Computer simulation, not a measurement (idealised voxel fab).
Process module heading - voxel wiring stack
cross-section cut | 185 nm wide | cells 5 nm
Reading order for cross-sections: top band down to bottom band. Underlying form: a grid of square cells. Band size: one or more rows of cells. Per band: top height and bottom height in nm, followed by the left-to-right materials and their widths in nm; "throughout" marks a single material spanning edge to edge, "empty" marks empty space. Zero point of the height axis is 0; under it, received wafer = one material. Lowest band: continues down indefinitely, "0 -> down". Think of "30 to 40" as a width that walks from the first number to the second as you go down the band, top row to bottom row, taking equal-sized steps from row to row. For the purposes of this document, the phrase "nothing changed" attached to a step denotes that no cell within the cross-section was modified by that step. Heads up: "Catalogued sealed voids" only lists the empty pockets with no open path to the top that are 8 cells or more, and it writes them as width x height at distance, distance from the left edge, in nm. That trailing text on a step's line, after the settings, is the simulator's own remark on the step. Each step line may optionally specify "overlay nm", which for a step with a mask gives the rightward distance between the mask's planned place and where it lay, a negative value indicating the leftward direction. For the reader: what remains of this document is a series of pairs, each showing a cross-section before one process step and a cross-section after that step which reaches down only to the lowest band that changed, with the step between them and its settings set out under the pair. It should not be assumed that a pair continues from the pair above it; the pairs can come from different runs of this module on the same starting wafer, and such continuity exists only where the entry headed "Prior state" says so.

[Prior state]
  85 -> 65 = Ru throughout
  65 -> 60 = TiN throughout
  60 -> 45 = SiO2 35, Ru 15, SiO2 30, Ru 15, SiO2 30, Ru 15, SiO2 45
  45 -> 40 = SiCN 35, Ru 15, SiCN 30, Ru 15, SiCN 30, Ru 15, SiCN 45
  40 -> 20 = SiO2 30, SiCN 5, Ru 20, SiCN 5, SiO2 15, SiCN 5, Ru 20, SiCN 5, SiO2 15, SiCN 5, Ru 20, SiCN 5, SiO2 35
  20 -> 15 = SiCN 35, Ru 20, SiCN 25, Ru 20, SiCN 25, Ru 20, SiCN 40
  15 -> 5 = SiO2 throughout
  5 -> 0 = TiN throughout
  0 -> down = Si throughout
  Catalogued sealed voids: none

[Post-Process View]
  100 -> 85 = aC throughout
  Below 85 it's all the same as before, nothing changed down there.
  Catalogued sealed voids: none
The process step separating the two cross-sections depicted above is as follows: DIRECTIONAL_DEP, material aC, thk nm 15

Prior state: The prior state of this step coincides with the post-step cross-section of the pair just above.

[Post-Process View]
  130 -> 100 = empty 35, resist 20, empty 25, resist 20, empty 25, resist 20, empty 40
  Below 100 it's all the same as before, nothing changed down there.
  Catalogued sealed voids: none
The process step separating the two cross-sections depicted above is as follows: PATTERN, tone cover, mask id METAL_2, material resist, width nm 20, pitch nm 45, thk nm 30, overlay nm 0

Prior state: The prior state of this step coincides with the post-step cross-section of the pair just above.

[Post-Process View]
  115 -> 100 = empty 35, resist 20, empty 25, resist 20, empty 25, resist 20, empty 40
  100 -> 85 = empty 35, aC 20, empty 25, aC 20, empty 25, aC 20, empty 40
  Below 85 it's all the same as before, nothing changed down there.
  Catalogued sealed voids: none
The process step separating the two cross-sections depicted above is as follows: DIRECTIONAL_ETCH, etch materials aC, depth nm 15

Prior state: The prior state of this step coincides with the post-step cross-section of the pair just above.

[Post-Process View]
  100 -> 85 = empty 35, aC 20, empty 25, aC 20, empty 25, aC 20, empty 40
  Below 85 it's all the same as before, nothing changed down there.
  Catalogued sealed voids: none
The process step separating the two cross-sections depicted above is as follows: STRIP, etch materials resist

Prior state: The prior state of this step coincides with the post-step cross-section of the pair just above.

[Post-Process View]
  100 -> 85 = empty 35, aC 20, empty 25, aC 20, empty 25, aC 20, empty 40
  85 -> 65 = empty 35, Ru 20, empty 25, Ru 20, empty 25, Ru 20, empty 40
  Below 65 it's all the same as before, nothing changed down there.
  Catalogued sealed voids: none
The process step separating the two cross-sections depicted above is as follows: DIRECTIONAL_ETCH, etch materials Ru, depth nm 20

Prior state: The prior state of this step coincides with the post-step cross-section of the pair just above.

[Post-Process View]
  100 -> 85 = empty 35, aC 20, empty 25, aC 20, empty 25, aC 20, empty 40
  85 -> 65 = empty 35, Ru 20, empty 25, Ru 20, empty 25, Ru 20, empty 40
  65 -> 60 = empty 35, TiN 20, empty 25, TiN 20, empty 25, TiN 20, empty 40
  Below 60 it's all the same as before, nothing changed down there.
  Catalogued sealed voids: none
The process step separating the two cross-sections depicted above is as follows: DIRECTIONAL_ETCH, etch materials TiN, depth nm 5

Prior state: The prior state of this step coincides with the post-step cross-section of the pair just above.

[Post-Process View]
  85 -> 65 = empty 35, Ru 20, empty 25, Ru 20, empty 25, Ru 20, empty 40
  Below 65 it's all the same as before, nothing changed down there.
  Catalogued sealed voids: none
The process step separating the two cross-sections depicted above is as follows: STRIP, etch materials aC

Prior state: The prior state of this step coincides with the post-step cross-section of the pair just above.

[Post-Process View]
  90 -> 85 = lowk throughout
  85 -> 65 = lowk 35, Ru 20, lowk 25, Ru 20, lowk 25, Ru 20, lowk 40
  65 -> 60 = lowk 35, TiN 20, lowk 25, TiN 20, lowk 25, TiN 20, lowk 40
  Below 60 it's all the same as before, nothing changed down there.
  Catalogued sealed voids: none
The process step separating the two cross-sections depicted above is as follows: FILL_DEP, material lowk, thk nm 5

Prior state: The prior state of this step coincides with the post-step cross-section of the pair just above.

[Post-Process View]
  85 -> 65 = lowk 35, Ru 20, lowk 25, Ru 20, lowk 25, Ru 20, lowk 40
  Below 65 it's all the same as before, nothing changed down there.
  Catalogued sealed voids: none
The process step separating the two cross-sections depicted above is as follows: CMP, height nm 85

Prior state: The prior state of this step coincides with the post-step cross-section of the pair just above.

[Post-Process View]
  90 -> 85 = SiCN throughout
  Below 85 it's all the same as before, nothing changed down there.
  Catalogued sealed voids: none
The process step separating the two cross-sections depicted above is as follows: CONFORMAL_DEP, material SiCN, thk nm 5

[Prior state]
  0 -> down = Si throughout
  Catalogued sealed voids: none

[Post-Process View]
  15 -> 0 = SiO2 throughout
  Below 0 it's all the same as before, nothing changed down there.
  Catalogued sealed voids: none
The process step separating the two cross-sections depicted above is as follows: CONFORMAL_DEP, material SiO2, thk nm 15

Prior state: The prior state of this step coincides with the post-step cross-section of the pair just above.

[Post-Process View]
  20 -> 15 = TiN throughout
  Below 15 it's all the same as before, nothing changed down there.
  Catalogued sealed voids: none
The process step separating the two cross-sections depicted above is as follows: DIRECTIONAL_DEP, material TiN, thk nm 5

Prior state: The prior state of this step coincides with the post-step cross-section of the pair just above.

[Post-Process View]
  45 -> 20 = Ru throughout
  Below 20 it's all the same as before, nothing changed down there.
  Catalogued sealed voids: none
The process step separating the two cross-sections depicted above is as follows: DIRECTIONAL_DEP, material Ru, thk nm 25

Prior state: The prior state of this step coincides with the post-step cross-section of the pair just above.

[Post-Process View]
  45 -> 20 = empty 35, Ru 20, empty 25, Ru 20, empty 25, Ru 20, empty 40
  Below 20 it's all the same as before, nothing changed down there.
  Catalogued sealed voids: none
The process step separating the two cross-sections depicted above is as follows: MASKED_ETCH, tone cover, mask id METAL_1, width nm 20, pitch nm 45, etch materials Ru, depth nm 25, overlay nm 0

Prior state: The prior state of this step coincides with the post-step cross-section of the pair just above.

[Post-Process View]
  45 -> 20 = empty 35, Ru 20, empty 25, Ru 20, empty 25, Ru 20, empty 40
  20 -> 15 = empty 35, TiN 20, empty 25, TiN 20, empty 25, TiN 20, empty 40
  Below 15 it's all the same as before, nothing changed down there.
  Catalogued sealed voids: none
The process step separating the two cross-sections depicted above is as follows: MASKED_ETCH, tone cover, mask id METAL_1, width nm 20, pitch nm 45, etch materials TiN, depth nm 5, overlay nm 0

Prior state: The prior state of this step coincides with the post-step cross-section of the pair just above.

[Post-Process View]
  50 -> 45 = empty 30, SiCN 30, empty 15, SiCN 30, empty 15, SiCN 30, empty 35
  45 -> 20 = empty 30, SiCN 5, Ru 20, SiCN 5, empty 15, SiCN 5, Ru 20, SiCN 5, empty 15, SiCN 5, Ru 20, SiCN 5, empty 35
  20 -> 15 = SiCN 35, TiN 20, SiCN 25, TiN 20, SiCN 25, TiN 20, SiCN 40
  Below 15 it's all the same as before, nothing changed down there.
  Catalogued sealed voids: none
The process step separating the two cross-sections depicted above is as follows: CONFORMAL_DEP, material SiCN, thk nm 5

Prior state: The prior state of this step coincides with the post-step cross-section of the pair just above.

[Post-Process View]
  60 -> 50 = SiO2 throughout
  50 -> 45 = SiO2 30, SiCN 30, SiO2 15, SiCN 30, SiO2 15, SiCN 30, SiO2 35
  45 -> 20 = SiO2 30, SiCN 5, Ru 20, SiCN 5, SiO2 15, SiCN 5, Ru 20, SiCN 5, SiO2 15, SiCN 5, Ru 20, SiCN 5, SiO2 35
  Below 20 it's all the same as before, nothing changed down there.
  Catalogued sealed voids: none
The process step separating the two cross-sections depicted above is as follows: FILL_DEP, material SiO2, thk nm 10

Prior state: The prior state of this step coincides with the post-step cross-section of the pair just above.

[Post-Process View]
  40 -> 20 = SiO2 30, SiCN 5, Ru 20, SiCN 5, SiO2 15, SiCN 5, Ru 20, SiCN 5, SiO2 15, SiCN 5, Ru 20, SiCN 5, SiO2 35
  Below 20 it's all the same as before, nothing changed down there.
  Catalogued sealed voids: none
The process step separating the two cross-sections depicted above is as follows: CMP, height nm 40

Prior state: The prior state of this step coincides with the post-step cross-section of the pair just above.

[Post-Process View]
  45 -> 40 = SiCN throughout
  Below 40 it's all the same as before, nothing changed down there.
  Catalogued sealed voids: none
The process step separating the two cross-sections depicted above is as follows: CONFORMAL_DEP, material SiCN, thk nm 5

Prior state: The prior state of this step coincides with the post-step cross-section of the pair just above.

[Post-Process View]
  60 -> 45 = SiO2 throughout
  Below 45 it's all the same as before, nothing changed down there.
  Catalogued sealed voids: none
The process step separating the two cross-sections depicted above is as follows: DIRECTIONAL_DEP, material SiO2, thk nm 15

Prior state: The prior state of this step coincides with the post-step cross-section of the pair just above.

[Post-Process View]
  60 -> 45 = SiO2 35, empty 15, SiO2 30, empty 15, SiO2 30, empty 15, SiO2 45
  Below 45 it's all the same as before, nothing changed down there.
  Catalogued sealed voids: none
The process step separating the two cross-sections depicted above is as follows: MASKED_ETCH, tone open, mask id PLUG_1, width nm 15, pitch nm 45, etch materials SiO2, depth nm 15, overlay nm 0

Prior state: The prior state of this step coincides with the post-step cross-section of the pair just above.

[Post-Process View]
  60 -> 45 = SiO2 35, empty 15, SiO2 30, empty 15, SiO2 30, empty 15, SiO2 45
  45 -> 40 = SiCN 35, empty 15, SiCN 30, empty 15, SiCN 30, empty 15, SiCN 45
  Below 40 it's all the same as before, nothing changed down there.
  Catalogued sealed voids: none
The process step separating the two cross-sections depicted above is as follows: MASKED_ETCH, tone open, mask id PLUG_1, width nm 15, pitch nm 45, etch materials SiCN, depth nm 5, overlay nm 0

Prior state: The prior state of this step coincides with the post-step cross-section of the pair just above.

[Post-Process View]
  60 -> 50 = SiO2 35, empty 15, SiO2 30, empty 15, SiO2 30, empty 15, SiO2 45
  50 -> 45 = SiO2 35, Ru 15, SiO2 30, Ru 15, SiO2 30, Ru 15, SiO2 45
  45 -> 40 = SiCN 35, Ru 15, SiCN 30, Ru 15, SiCN 30, Ru 15, SiCN 45
  Below 40 it's all the same as before, nothing changed down there.
  Catalogued sealed voids: none
The process step separating the two cross-sections depicted above is as follows: EPI, material Ru, thk nm 10

Prior state: The prior state of this step coincides with the post-step cross-section of the pair just above.

[Post-Process View]
  60 -> 45 = SiO2 35, Ru 15, SiO2 30, Ru 15, SiO2 30, Ru 15, SiO2 45
  Below 45 it's all the same as before, nothing changed down there.
  Catalogued sealed voids: none
The process step separating the two cross-sections depicted above is as follows: EPI, material Ru, thk nm 10

Prior state: The prior state of this step coincides with the post-step cross-section of the pair just above.

[Post-Process View]
  65 -> 60 = TiN throughout
  Below 60 it's all the same as before, nothing changed down there.
  Catalogued sealed voids: none
The process step separating the two cross-sections depicted above is as follows: DIRECTIONAL_DEP, material TiN, thk nm 5

Prior state: The prior state of this step coincides with the post-step cross-section of the pair just above.

[Post-Process View]
  85 -> 65 = Ru throughout
  Below 65 it's all the same as before, nothing changed down there.
  Catalogued sealed voids: none
The process step separating the two cross-sections depicted above is as follows: DIRECTIONAL_DEP, material Ru, thk nm 20

Prior state: The prior state of this step coincides with the post-step cross-section of the pair just above.

[Post-Process View]
  100 -> 85 = aC throughout
  Below 85 it's all the same as before, nothing changed down there.
  Catalogued sealed voids: none
The process step separating the two cross-sections depicted above is as follows: DIRECTIONAL_DEP, material aC, thk nm 15

Prior state: The prior state of this step coincides with the post-step cross-section of the pair just above.

[Post-Process View]
  130 -> 100 = empty 35, resist 20, empty 25, resist 20, empty 25, resist 20, empty 40
  Below 100 it's all the same as before, nothing changed down there.
  Catalogued sealed voids: none
The process step separating the two cross-sections depicted above is as follows: PATTERN, tone cover, mask id METAL_2, material resist, width nm 20, pitch nm 45, thk nm 30, overlay nm 0

Prior state: The prior state of this step coincides with the post-step cross-section of the pair just above.

[Post-Process View]
  115 -> 100 = empty 35, resist 20, empty 25, resist 20, empty 25, resist 20, empty 40
  100 -> 85 = empty 35, aC 20, empty 25, aC 20, empty 25, aC 20, empty 40
  Below 85 it's all the same as before, nothing changed down there.
  Catalogued sealed voids: none
The process step separating the two cross-sections depicted above is as follows: DIRECTIONAL_ETCH, etch materials aC, depth nm 15

Prior state: The prior state of this step coincides with the post-step cross-section of the pair just above.

[Post-Process View]
  100 -> 85 = empty 35, aC 20, empty 25, aC 20, empty 25, aC 20, empty 40
  Below 85 it's all the same as before, nothing changed down there.
  Catalogued sealed voids: none
The process step separating the two cross-sections depicted above is as follows: STRIP, etch materials resist

Prior state: The prior state of this step coincides with the post-step cross-section of the pair just above.

[Post-Process View]
  100 -> 85 = empty 35, aC 20, empty 25, aC 20, empty 25, aC 20, empty 40
  85 -> 65 = empty 35, Ru 20, empty 25, Ru 20, empty 25, Ru 20, empty 40
  Below 65 it's all the same as before, nothing changed down there.
  Catalogued sealed voids: none
The process step separating the two cross-sections depicted above is as follows: DIRECTIONAL_ETCH, etch materials Ru, depth nm 20

Prior state: The prior state of this step coincides with the post-step cross-section of the pair just above.

[Post-Process View]
  100 -> 85 = empty 35, aC 20, empty 25, aC 20, empty 25, aC 20, empty 40
  85 -> 65 = empty 35, Ru 20, empty 25, Ru 20, empty 25, Ru 20, empty 40
  65 -> 60 = empty 35, TiN 20, empty 25, TiN 20, empty 25, TiN 20, empty 40
  Below 60 it's all the same as before, nothing changed down there.
  Catalogued sealed voids: none
The process step separating the two cross-sections depicted above is as follows: DIRECTIONAL_ETCH, etch materials TiN, depth nm 5

Prior state: The prior state of this step coincides with the post-step cross-section of the pair just above.

[Post-Process View]
  85 -> 65 = empty 35, Ru 20, empty 25, Ru 20, empty 25, Ru 20, empty 40
  Below 65 it's all the same as before, nothing changed down there.
  Catalogued sealed voids: none
The process step separating the two cross-sections depicted above is as follows: STRIP, etch materials aC

Prior state: The prior state of this step coincides with the post-step cross-section of the pair just above.

[Post-Process View]
  90 -> 85 = lowk throughout
  85 -> 65 = lowk 35, Ru 20, lowk 25, Ru 20, lowk 25, Ru 20, lowk 40
  65 -> 60 = lowk 35, TiN 20, lowk 25, TiN 20, lowk 25, TiN 20, lowk 40
  Below 60 it's all the same as before, nothing changed down there.
  Catalogued sealed voids: none
The process step separating the two cross-sections depicted above is as follows: FILL_DEP, material lowk, thk nm 5

Prior state: The prior state of this step coincides with the post-step cross-section of the pair just above.

[Post-Process View]
  85 -> 65 = lowk 35, Ru 20, lowk 25, Ru 20, lowk 25, Ru 20, lowk 40
  Below 65 it's all the same as before, nothing changed down there.
  Catalogued sealed voids: none
The process step separating the two cross-sections depicted above is as follows: CMP, height nm 85

Prior state: The prior state of this step coincides with the post-step cross-section of the pair just above.

[Post-Process View]
  90 -> 85 = SiCN throughout
  Below 85 it's all the same as before, nothing changed down there.
  Catalogued sealed voids: none
The process step separating the two cross-sections depicted above is as follows: CONFORMAL_DEP, material SiCN, thk nm 5

[Prior state]
  100 -> 85 = aC throughout
  85 -> 65 = Ru throughout
  65 -> 60 = TiN throughout
  60 -> 45 = SiO2 35, Ru 15, SiO2 30, Ru 15, SiO2 30, Ru 15, SiO2 45
  45 -> 40 = SiCN 35, Ru 15, SiCN 30, Ru 15, SiCN 30, Ru 15, SiCN 45
  40 -> 15 = SiO2 30, SiCN 5, Ru 20, SiCN 5, SiO2 15, SiCN 5, Ru 20, SiCN 5, SiO2 15, SiCN 5, Ru 20, SiCN 5, SiO2 35
  15 -> 10 = SiCN 35, TiN 20, SiCN 25, TiN 20, SiCN 25, TiN 20, SiCN 40
  10 -> 0 = SiO2 throughout
  0 -> down = Si throughout
  Catalogued sealed voids: none

[Post-Process View]
  130 -> 100 = empty 35, resist 25, empty 20, resist 25, empty 20, resist 25, empty 35
  Below 100 it's all the same as before, nothing changed down there.
  Catalogued sealed voids: none
The process step separating the two cross-sections depicted above is as follows: PATTERN, tone cover, mask id METAL_2, material resist, width nm 25, pitch nm 45, thk nm 30, overlay nm 0

Prior state: The prior state of this step coincides with the post-step cross-section of the pair just above.

[Post-Process View]
  115 -> 100 = empty 35, resist 25, empty 20, resist 25, empty 20, resist 25, empty 35
  100 -> 85 = empty 35, aC 25, empty 20, aC 25, empty 20, aC 25, empty 35
  Below 85 it's all the same as before, nothing changed down there.
  Catalogued sealed voids: none
The process step separating the two cross-sections depicted above is as follows: DIRECTIONAL_ETCH, etch materials aC, depth nm 15

Prior state: The prior state of this step coincides with the post-step cross-section of the pair just above.

[Post-Process View]
  100 -> 85 = empty 35, aC 25, empty 20, aC 25, empty 20, aC 25, empty 35
  Below 85 it's all the same as before, nothing changed down there.
  Catalogued sealed voids: none
The process step separating the two cross-sections depicted above is as follows: STRIP, etch materials resist

Prior state: The prior state of this step coincides with the post-step cross-section of the pair just above.

[Post-Process View]
  100 -> 85 = empty 35, aC 25, empty 20, aC 25, empty 20, aC 25, empty 35
  85 -> 65 = empty 35, Ru 25, empty 20, Ru 25, empty 20, Ru 25, empty 35
  Below 65 it's all the same as before, nothing changed down there.
  Catalogued sealed voids: none
The process step separating the two cross-sections depicted above is as follows: DIRECTIONAL_ETCH, etch materials Ru, depth nm 20

Prior state: The prior state of this step coincides with the post-step cross-section of the pair just above.

[Post-Process View]
  100 -> 85 = empty 35, aC 25, empty 20, aC 25, empty 20, aC 25, empty 35
  85 -> 65 = empty 35, Ru 25, empty 20, Ru 25, empty 20, Ru 25, empty 35
  65 -> 60 = empty 35, TiN 25, empty 20, TiN 25, empty 20, TiN 25, empty 35
  Below 60 it's all the same as before, nothing changed down there.
  Catalogued sealed voids: none
The process step separating the two cross-sections depicted above is as follows: DIRECTIONAL_ETCH, etch materials TiN, depth nm 5

Prior state: The prior state of this step coincides with the post-step cross-section of the pair just above.

[Post-Process View]
  85 -> 65 = empty 35, Ru 25, empty 20, Ru 25, empty 20, Ru 25, empty 35
  Below 65 it's all the same as before, nothing changed down there.
  Catalogued sealed voids: none
The process step separating the two cross-sections depicted above is as follows: STRIP, etch materials aC

Prior state: The prior state of this step coincides with the post-step cross-section of the pair just above.

[Post-Process View]
  90 -> 85 = lowk throughout
  85 -> 65 = lowk 35, Ru 25, lowk 20, Ru 25, lowk 20, Ru 25, lowk 35
  65 -> 60 = lowk 35, TiN 25, lowk 20, TiN 25, lowk 20, TiN 25, lowk 35
  Below 60 it's all the same as before, nothing changed down there.
  Catalogued sealed voids: none
The process step separating the two cross-sections depicted above is as follows: FILL_DEP, material lowk, thk nm 5

Prior state: The prior state of this step coincides with the post-step cross-section of the pair just above.

[Post-Process View]
  85 -> 65 = lowk 35, Ru 25, lowk 20, Ru 25, lowk 20, Ru 25, lowk 35
  Below 65 it's all the same as before, nothing changed down there.
  Catalogued sealed voids: none
The process step separating the two cross-sections depicted above is as follows: CMP, height nm 85

Prior state: The prior state of this step coincides with the post-step cross-section of the pair just above.

[Post-Process View]
  90 -> 85 = SiCN throughout
  Below 85 it's all the same as before, nothing changed down there.
  Catalogued sealed voids: none
The process step separating the two cross-sections depicted above is as follows: CONFORMAL_DEP, material SiCN, thk nm 5

[Prior state]
  40 -> 15 = empty 35, Ru 20, empty 25, Ru 20, empty 25, Ru 20, empty 40
  15 -> 10 = TiN throughout
  10 -> 0 = SiO2 throughout
  0 -> down = Si throughout
  Catalogued sealed voids: none

[Post-Process View]
  40 -> 15 = empty 35, Ru 20, empty 25, Ru 20, empty 25, Ru 20, empty 40
  15 -> 10 = empty 35, TiN 30, empty 15, TiN 30, empty 15, TiN 30, empty 30
  Below 10 it's all the same as before, nothing changed down there.
  Catalogued sealed voids: none
The process step separating the two cross-sections depicted above is as follows: MASKED_ETCH, tone cover, mask id METAL_1, width nm 20, pitch nm 45, etch materials TiN, depth nm 5, overlay nm 10

Prior state: The prior state of this step coincides with the post-step cross-section of the pair just above.

[Post-Process View]
  45 -> 40 = empty 30, SiCN 30, empty 15, SiCN 30, empty 15, SiCN 30, empty 35
  40 -> 20 = empty 30, SiCN 5, Ru 20, SiCN 5, empty 15, SiCN 5, Ru 20, SiCN 5, empty 15, SiCN 5, Ru 20, SiCN 5, empty 35
  20 -> 15 = empty 30, SiCN 5, Ru 20, SiCN 15, empty 5, SiCN 5, Ru 20, SiCN 15, empty 5, SiCN 5, Ru 20, SiCN 15, empty 25
  15 -> 10 = SiCN 35, TiN 30, SiCN 15, TiN 30, SiCN 15, TiN 30, SiCN 30
  Below 10 it's all the same as before, nothing changed down there.
  Catalogued sealed voids: none
The process step separating the two cross-sections depicted above is as follows: CONFORMAL_DEP, material SiCN, thk nm 5

Prior state: The prior state of this step coincides with the post-step cross-section of the pair just above.

[Post-Process View]
  55 -> 45 = SiO2 throughout
  45 -> 40 = SiO2 30, SiCN 30, SiO2 15, SiCN 30, SiO2 15, SiCN 30, SiO2 35
  40 -> 20 = SiO2 30, SiCN 5, Ru 20, SiCN 5, SiO2 15, SiCN 5, Ru 20, SiCN 5, SiO2 15, SiCN 5, Ru 20, SiCN 5, SiO2 35
  20 -> 15 = SiO2 30, SiCN 5, Ru 20, SiCN 15, SiO2 5, SiCN 5, Ru 20, SiCN 15, SiO2 5, SiCN 5, Ru 20, SiCN 15, SiO2 25
  Below 15 it's all the same as before, nothing changed down there.
  Catalogued sealed voids: none
The process step separating the two cross-sections depicted above is as follows: FILL_DEP, material SiO2, thk nm 10

Prior state: The prior state of this step coincides with the post-step cross-section of the pair just above.

[Post-Process View]
  40 -> 20 = SiO2 30, SiCN 5, Ru 20, SiCN 5, SiO2 15, SiCN 5, Ru 20, SiCN 5, SiO2 15, SiCN 5, Ru 20, SiCN 5, SiO2 35
  Below 20 it's all the same as before, nothing changed down there.
  Catalogued sealed voids: none
The process step separating the two cross-sections depicted above is as follows: CMP, height nm 40

Prior state: The prior state of this step coincides with the post-step cross-section of the pair just above.

[Post-Process View]
  45 -> 40 = SiCN throughout
  Below 40 it's all the same as before, nothing changed down there.
  Catalogued sealed voids: none
The process step separating the two cross-sections depicted above is as follows: CONFORMAL_DEP, material SiCN, thk nm 5

Prior state: The prior state of this step coincides with the post-step cross-section of the pair just above.

[Post-Process View]
  60 -> 45 = SiO2 throughout
  Below 45 it's all the same as before, nothing changed down there.
  Catalogued sealed voids: none
The process step separating the two cross-sections depicted above is as follows: DIRECTIONAL_DEP, material SiO2, thk nm 15

Prior state: The prior state of this step coincides with the post-step cross-section of the pair just above.

[Post-Process View]
  60 -> 45 = SiO2 35, empty 15, SiO2 30, empty 15, SiO2 30, empty 15, SiO2 45
  Below 45 it's all the same as before, nothing changed down there.
  Catalogued sealed voids: none
The process step separating the two cross-sections depicted above is as follows: MASKED_ETCH, tone open, mask id PLUG_1, width nm 15, pitch nm 45, etch materials SiO2, depth nm 15, overlay nm 0

Prior state: The prior state of this step coincides with the post-step cross-section of the pair just above.

[Post-Process View]
  60 -> 45 = SiO2 35, empty 15, SiO2 30, empty 15, SiO2 30, empty 15, SiO2 45
  45 -> 40 = SiCN 35, empty 15, SiCN 30, empty 15, SiCN 30, empty 15, SiCN 45
  Below 40 it's all the same as before, nothing changed down there.
  Catalogued sealed voids: none
The process step separating the two cross-sections depicted above is as follows: MASKED_ETCH, tone open, mask id PLUG_1, width nm 15, pitch nm 45, etch materials SiCN, depth nm 5, overlay nm 0

Prior state: The prior state of this step coincides with the post-step cross-section of the pair just above.

[Post-Process View]
  60 -> 50 = SiO2 35, empty 15, SiO2 30, empty 15, SiO2 30, empty 15, SiO2 45
  50 -> 45 = SiO2 35, Ru 15, SiO2 30, Ru 15, SiO2 30, Ru 15, SiO2 45
  45 -> 40 = SiCN 35, Ru 15, SiCN 30, Ru 15, SiCN 30, Ru 15, SiCN 45
  Below 40 it's all the same as before, nothing changed down there.
  Catalogued sealed voids: none
The process step separating the two cross-sections depicted above is as follows: EPI, material Ru, thk nm 10

Prior state: The prior state of this step coincides with the post-step cross-section of the pair just above.

[Post-Process View]
  60 -> 45 = SiO2 35, Ru 15, SiO2 30, Ru 15, SiO2 30, Ru 15, SiO2 45
  Below 45 it's all the same as before, nothing changed down there.
  Catalogued sealed voids: none
The process step separating the two cross-sections depicted above is as follows: EPI, material Ru, thk nm 10

Prior state: The prior state of this step coincides with the post-step cross-section of the pair just above.

[Post-Process View]
  65 -> 60 = TiN throughout
  Below 60 it's all the same as before, nothing changed down there.
  Catalogued sealed voids: none
The process step separating the two cross-sections depicted above is as follows: DIRECTIONAL_DEP, material TiN, thk nm 5

Prior state: The prior state of this step coincides with the post-step cross-section of the pair just above.

[Post-Process View]
  85 -> 65 = Ru throughout
  Below 65 it's all the same as before, nothing changed down there.
  Catalogued sealed voids: none
The process step separating the two cross-sections depicted above is as follows: DIRECTIONAL_DEP, material Ru, thk nm 20

Prior state: The prior state of this step coincides with the post-step cross-section of the pair just above.

[Post-Process View]
  100 -> 85 = aC throughout
  Below 85 it's all the same as before, nothing changed down there.
  Catalogued sealed voids: none
The process step separating the two cross-sections depicted above is as follows: DIRECTIONAL_DEP, material aC, thk nm 15

Prior state: The prior state of this step coincides with the post-step cross-section of the pair just above.

[Post-Process View]
  130 -> 100 = empty 35, resist 20, empty 25, resist 20, empty 25, resist 20, empty 40
  Below 100 it's all the same as before, nothing changed down there.
  Catalogued sealed voids: none
The process step separating the two cross-sections depicted above is as follows: PATTERN, tone cover, mask id METAL_2, material resist, width nm 20, pitch nm 45, thk nm 30, overlay nm 0

Prior state: The prior state of this step coincides with the post-step cross-section of the pair just above.

[Post-Process View]
  115 -> 100 = empty 35, resist 20, empty 25, resist 20, empty 25, resist 20, empty 40
  100 -> 85 = empty 35, aC 20, empty 25, aC 20, empty 25, aC 20, empty 40
  Below 85 it's all the same as before, nothing changed down there.
  Catalogued sealed voids: none
The process step separating the two cross-sections depicted above is as follows: DIRECTIONAL_ETCH, etch materials aC, depth nm 15

Prior state: The prior state of this step coincides with the post-step cross-section of the pair just above.

[Post-Process View]
  100 -> 85 = empty 35, aC 20, empty 25, aC 20, empty 25, aC 20, empty 40
  Below 85 it's all the same as before, nothing changed down there.
  Catalogued sealed voids: none
The process step separating the two cross-sections depicted above is as follows: STRIP, etch materials resist

Prior state: The prior state of this step coincides with the post-step cross-section of the pair just above.

[Post-Process View]
  100 -> 85 = empty 35, aC 20, empty 25, aC 20, empty 25, aC 20, empty 40
  85 -> 65 = empty 35, Ru 20, empty 25, Ru 20, empty 25, Ru 20, empty 40
  Below 65 it's all the same as before, nothing changed down there.
  Catalogued sealed voids: none
The process step separating the two cross-sections depicted above is as follows: DIRECTIONAL_ETCH, etch materials Ru, depth nm 20

Prior state: The prior state of this step coincides with the post-step cross-section of the pair just above.

[Post-Process View]
  100 -> 85 = empty 35, aC 20, empty 25, aC 20, empty 25, aC 20, empty 40
  85 -> 65 = empty 35, Ru 20, empty 25, Ru 20, empty 25, Ru 20, empty 40
  65 -> 60 = empty 35, TiN 20, empty 25, TiN 20, empty 25, TiN 20, empty 40
  Below 60 it's all the same as before, nothing changed down there.
  Catalogued sealed voids: none
The process step separating the two cross-sections depicted above is as follows: DIRECTIONAL_ETCH, etch materials TiN, depth nm 5

Prior state: The prior state of this step coincides with the post-step cross-section of the pair just above.

[Post-Process View]
  85 -> 65 = empty 35, Ru 20, empty 25, Ru 20, empty 25, Ru 20, empty 40
  Below 65 it's all the same as before, nothing changed down there.
  Catalogued sealed voids: none
The process step separating the two cross-sections depicted above is as follows: STRIP, etch materials aC

Prior state: The prior state of this step coincides with the post-step cross-section of the pair just above.

[Post-Process View]
  90 -> 85 = lowk throughout
  85 -> 65 = lowk 35, Ru 20, lowk 25, Ru 20, lowk 25, Ru 20, lowk 40
  65 -> 60 = lowk 35, TiN 20, lowk 25, TiN 20, lowk 25, TiN 20, lowk 40
  Below 60 it's all the same as before, nothing changed down there.
  Catalogued sealed voids: none
The process step separating the two cross-sections depicted above is as follows: FILL_DEP, material lowk, thk nm 5

Prior state: The prior state of this step coincides with the post-step cross-section of the pair just above.

[Post-Process View]
  85 -> 65 = lowk 35, Ru 20, lowk 25, Ru 20, lowk 25, Ru 20, lowk 40
  Below 65 it's all the same as before, nothing changed down there.
  Catalogued sealed voids: none
The process step separating the two cross-sections depicted above is as follows: CMP, height nm 85

Prior state: The prior state of this step coincides with the post-step cross-section of the pair just above.

[Post-Process View]
  90 -> 85 = SiCN throughout
  Below 85 it's all the same as before, nothing changed down there.
  Catalogued sealed voids: none
The process step separating the two cross-sections depicted above is as follows: CONFORMAL_DEP, material SiCN, thk nm 5

[Prior state]
  60 -> 45 = SiO2 35, Ru 15, SiO2 30, Ru 15, SiO2 30, Ru 15, SiO2 45
  45 -> 40 = SiCN 35, Ru 15, SiCN 30, Ru 15, SiCN 30, Ru 15, SiCN 45
  40 -> 15 = SiO2 30, SiCN 5, Ru 20, SiCN 5, SiO2 15, SiCN 5, Ru 20, SiCN 5, SiO2 15, SiCN 5, Ru 20, SiCN 5, SiO2 35
  15 -> 10 = SiCN 35, TiN 20, SiCN 25, TiN 20, SiCN 25, TiN 20, SiCN 40
  10 -> 0 = SiO2 throughout
  0 -> down = Si throughout
  Catalogued sealed voids: none

[Post-Process View]
  65 -> 60 = SiCN throughout
  Below 60 it's all the same as before, nothing changed down there.
  Catalogued sealed voids: none
The process step separating the two cross-sections depicted above is as follows: DIRECTIONAL_DEP, material SiCN, thk nm 5
